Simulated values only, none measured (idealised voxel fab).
The document below concerns the process module designated voxel double patterning.
This is section cut - it's 220 nm across, gridded in 5 nm square cells.
For the purposes of this document, a cross-section shall be understood as a grid of square cells, specified as bands listed in top-to-bottom order, each band consisting of one or more rows of cells.
Top, bottom (nm), then materials left to right with widths (nm); lone material tagged "throughout" fills the whole band edge to edge; "blank" = empty space.
Note: height 0 marks the level under which the wafer is uniformly one material as received. Lowest band unbounded below, written "z 0 and below".
Width spec "30 to 40" -> top row of cells at first value, bottom row at second value, equal per-row change in between.
Given "no modifications" for a step, no cell of the cross-section differs between before and after that step.
Entry "Closed void entries" = empty spaces >= 8 cells with no open way to the top; each as width x height at distance, distance from left edge, all nm.
What comes after the settings on a step's line is commentary from the simulator itself on that step.
If you see "overlay nm" on a step's line and that step has a mask, it's telling you how far right of where it was planned the mask ended up; a negative number means it went left instead.
For the reader: what remains of this document is a series of pairs, each showing a cross-section before one process step and a cross-section after that step which reaches down only to the lowest band that changed, with the step between them and its settings set out under the pair. It should not be assumed that a pair continues from the pair above it; the pairs can come from different runs of this module on the same starting wafer, and such continuity exists only where the entry headed "Pre-step cross-section" says so.

PRE-STEP CROSS-SECTION
* z 40 to 30 = SiN (85); blank (15); SiN (35); blank (15); SiN (70)
* z 30 to 10 = TiN throughout
* z 10 to 0 = SiO2 throughout
* z 0 and below = Si throughout
* Closed void entries: none

SECTIONAL VIEW, POST-PROCESS
* z 55 to 45 = aC (85); blank (15); aC (35); blank (15); aC (70)
* z 45 to 40 = aC throughout
* z 40 to 30 = SiN (85); aC (15); SiN (35); aC (15); SiN (70)
* below 30: unchanged
* Closed void entries: none
The process step separating the two cross-sections depicted above is as follows: DIRECTIONAL_DEP (material aC; thk nm 15)

Pre-step cross-section: starting point is the after cross-section of the pair just above.

SECTIONAL VIEW, POST-PROCESS
* z 90 to 55 = resist (100); blank (15); resist (105)
* z 55 to 45 = aC (85); resist (15); aC (35); resist (15); aC (70)
* below 45: unchanged
* Closed void entries: none
The process step separating the two cross-sections depicted above is as follows: PATTERN (tone open; mask id SECOND; material resist; width nm 15; thk nm 35; overlay nm 0)

Pre-step cross-section: starting point is the after cross-section of the pair just above.

SECTIONAL VIEW, POST-PROCESS
* z 75 to 55 = resist (100); blank (15); resist (105)
* z 55 to 45 = aC (85); resist (15); blank (15); aC (20); resist (15); aC (70)
* z 45 to 40 = aC (100); blank (15); aC (105)
* below 40: unchanged
* Closed void entries: none
The process step separating the two cross-sections depicted above is as follows: DIRECTIONAL_ETCH (etch materials aC; depth nm 15)

Pre-step cross-section: starting point is the after cross-section of the pair just above.

SECTIONAL VIEW, POST-PROCESS
* z 55 to 45 = aC (85); blank (30); aC (20); blank (15); aC (70)
* below 45: unchanged
* Closed void entries: none
The process step separating the two cross-sections depicted above is as follows: STRIP (etch materials resist)

Pre-step cross-section: starting point is the after cross-section of the pair just above.

SECTIONAL VIEW, POST-PROCESS
* z 55 to 45 = aC (85); blank (30); aC (20); blank (15); aC (70)
* z 45 to 40 = aC (100); blank (15); aC (105)
* z 40 to 30 = SiN (85); aC (15); blank (15); SiN (20); aC (15); SiN (70)
* below 30: unchanged
* Closed void entries: none
The process step separating the two cross-sections depicted above is as follows: DIRECTIONAL_ETCH (etch materials SiN; depth nm 10)

Pre-step cross-section: starting point is the after cross-section of the pair just above.

SECTIONAL VIEW, POST-PROCESS
* z 40 to 30 = SiN (85); blank (30); SiN (20); blank (15); SiN (70)
* below 30: unchanged
* Closed void entries: none
The process step separating the two cross-sections depicted above is as follows: STRIP (etch materials aC)

Pre-step cross-section: starting point is the after cross-section of the pair just above.

SECTIONAL VIEW, POST-PROCESS
* z 40 to 30 = SiN (85); blank (30); SiN (20); blank (15); SiN (70)
* z 30 to 10 = TiN (85); blank (30); TiN (20); blank (15); TiN (70)
* below 10: unchanged
* Closed void entries: none
The process step separating the two cross-sections depicted above is as follows: DIRECTIONAL_ETCH (etch materials TiN; depth nm 20)

Pre-step cross-section: starting point is the after cross-section of the pair just above.

SECTIONAL VIEW, POST-PROCESS
* z 30 to 10 = TiN (85); blank (30); TiN (20); blank (15); TiN (70)
* below 10: unchanged
* Closed void entries: none
The process step separating the two cross-sections depicted above is as follows: STRIP (etch materials SiN)

PRE-STEP CROSS-SECTION
* z 40 to 30 = SiN (75); blank (15); SiN (35); blank (15); SiN (80)
* z 30 to 10 = TiN throughout
* z 10 to 0 = SiO2 throughout
* z 0 and below = Si throughout
* Closed void entries: none

SECTIONAL VIEW, POST-PROCESS
* z 55 to 45 = TiN (75); blank (15); TiN (35); blank (15); TiN (80)
* z 45 to 40 = TiN throughout
* z 40 to 30 = SiN (75); TiN (15); SiN (35); TiN (15); SiN (80)
* below 30: unchanged
* Closed void entries: none
The process step separating the two cross-sections depicted above is as follows: DIRECTIONAL_DEP (material TiN; thk nm 15)

Pre-step cross-section: starting point is the after cross-section of the pair just above.

SECTIONAL VIEW, POST-PROCESS
* z 90 to 55 = resist (100); blank (15); resist (105)
* z 55 to 45 = TiN (75); resist (15); TiN (35); resist (15); TiN (80)
* below 45: unchanged
* Closed void entries: none
The process step separating the two cross-sections depicted above is as follows: PATTERN (tone open; mask id SECOND; material resist; width nm 15; thk nm 35; overlay nm 0)

Pre-step cross-section: starting point is the after cross-section of the pair just above.

SECTIONAL VIEW, POST-PROCESS
* z 75 to 55 = resist (100); blank (15); resist (105)
* below 55: unchanged
* Closed void entries: none
The process step separating the two cross-sections depicted above is as follows: DIRECTIONAL_ETCH (etch materials aC; depth nm 15)

Pre-step cross-section: starting point is the after cross-section of the pair just above.

SECTIONAL VIEW, POST-PROCESS
* z 55 to 45 = TiN (75); blank (15); TiN (35); blank (15); TiN (80)
* below 45: unchanged
* Closed void entries: none
The process step separating the two cross-sections depicted above is as follows: STRIP (etch materials resist)

Pre-step cross-section: starting point is the after cross-section of the pair just above.

SECTIONAL VIEW, POST-PROCESS
* z 40 to 30 = SiN (75); blank (15); SiN (35); blank (15); SiN (80)
* z 30 to 25 = TiN (75); blank (15); TiN (35); blank (15); TiN (80)
* below 25: unchanged
* Closed void entries: none
The process step separating the two cross-sections depicted above is as follows: DIRECTIONAL_ETCH (etch materials TiN; depth nm 20)

Pre-step cross-section: starting point is the after cross-section of the pair just above.

SECTIONAL VIEW, POST-PROCESS
* z 30 to 25 = TiN (75); blank (15); TiN (35); blank (15); TiN (80)
* below 25: unchanged
* Closed void entries: none
The process step separating the two cross-sections depicted above is as follows: STRIP (etch materials SiN)

PRE-STEP CROSS-SECTION
* z 40 to 30 = SiN throughout
* z 30 to 10 = TiN throughout
* z 10 to 0 = SiO2 throughout
* z 0 and below = Si throughout
* Closed void entries: none

SECTIONAL VIEW, POST-PROCESS
* z 55 to 40 = blank (75); resist (15); blank (35); resist (15); blank (80)
* below 40: unchanged
* Closed void entries: none
The process step separating the two cross-sections depicted above is as follows: PATTERN (tone cover; mask id FIRST; material resist; width nm 15; pitch nm 50; thk nm 15; overlay nm 0)

Pre-step cross-section: starting point is the after cross-section of the pair just above.

SECTIONAL VIEW, POST-PROCESS
* z 55 to 40 = blank (75); resist (15); blank (35); resist (15); blank (80)
* z 40 to 30 = blank (75); SiN (15); blank (35); SiN (15); blank (80)
* below 30: unchanged
* Closed void entries: none
The process step separating the two cross-sections depicted above is as follows: DIRECTIONAL_ETCH (etch materials SiN; depth nm 10)

Pre-step cross-section: starting point is the after cross-section of the pair just above.

SECTIONAL VIEW, POST-PROCESS
* z 40 to 30 = blank (75); SiN (15); blank (35); SiN (15); blank (80)
* below 30: unchanged
* Closed void entries: none
The process step separating the two cross-sections depicted above is as follows: STRIP (etch materials resist)

Pre-step cross-section: starting point is the after cross-section of the pair just above.

SECTIONAL VIEW, POST-PROCESS
* z 55 to 45 = blank (75); aC (15); blank (35); aC (15); blank (80)
* z 45 to 40 = aC throughout
* z 40 to 30 = aC (75); SiN (15); aC (35); SiN (15); aC (80)
* below 30: unchanged
* Closed void entries: none
The process step separating the two cross-sections depicted above is as follows: DIRECTIONAL_DEP (material aC; thk nm 15)

Pre-step cross-section: starting point is the after cross-section of the pair just above.

SECTIONAL VIEW, POST-PROCESS
* z 90 to 55 = resist (100); blank (15); resist (105)
* z 55 to 45 = resist (75); aC (15); resist (10); blank (15); resist (10); aC (15); resist (80)
* below 45: unchanged
* Closed void entries: none
The process step separating the two cross-sections depicted above is as follows: PATTERN (tone open; mask id SECOND; material resist; width nm 15; thk nm 35; overlay nm 0)

Pre-step cross-section: starting point is the after cross-section of the pair just above.

SECTIONAL VIEW, POST-PROCESS
* z 75 to 55 = resist (100); blank (15); resist (105)
* z 55 to 45 = resist (75); aC (15); resist (10); blank (15); resist (10); aC (15); resist (80)
* z 45 to 40 = aC (100); blank (15); aC (105)
* z 40 to 30 = aC (75); SiN (15); aC (10); blank (15); aC (10); SiN (15); aC (80)
* below 30: unchanged
* Closed void entries: none
The process step separating the two cross-sections depicted above is as follows: DIRECTIONAL_ETCH (etch materials aC; depth nm 15)

Pre-step cross-section: starting point is the after cross-section of the pair just above.

SECTIONAL VIEW, POST-PROCESS
* z 55 to 45 = blank (75); aC (15); blank (35); aC (15); blank (80)
* below 45: unchanged
* Closed void entries: none
The process step separating the two cross-sections depicted above is as follows: STRIP (etch materials resist)

Pre-step cross-section: starting point is the after cross-section of the pair just above.

SECTIONAL VIEW, POST-PROCESS
* z 40 to 30 = blank (75); SiN (15); blank (35); SiN (15); blank (80)
* below 30: unchanged
* Closed void entries: none
The process step separating the two cross-sections depicted above is as follows: STRIP (etch materials aC)

Pre-step cross-section: starting point is the after cross-section of the pair just above.

SECTIONAL VIEW, POST-PROCESS
* z 40 to 30 = blank (75); SiN (15); blank (35); SiN (15); blank (80)
* z 30 to 10 = blank (75); TiN (15); blank (35); TiN (15); blank (80)
* below 10: unchanged
* Closed void entries: none
The process step separating the two cross-sections depicted above is as follows: DIRECTIONAL_ETCH (etch materials TiN; depth nm 20)

Pre-step cross-section: starting point is the after cross-section of the pair just above.

SECTIONAL VIEW, POST-PROCESS
* z 30 to 10 = blank (75); TiN (15); blank (35); TiN (15); blank (80)
* below 10: unchanged
* Closed void entries: none
The process step separating the two cross-sections depicted above is as follows: STRIP (etch materials SiN)
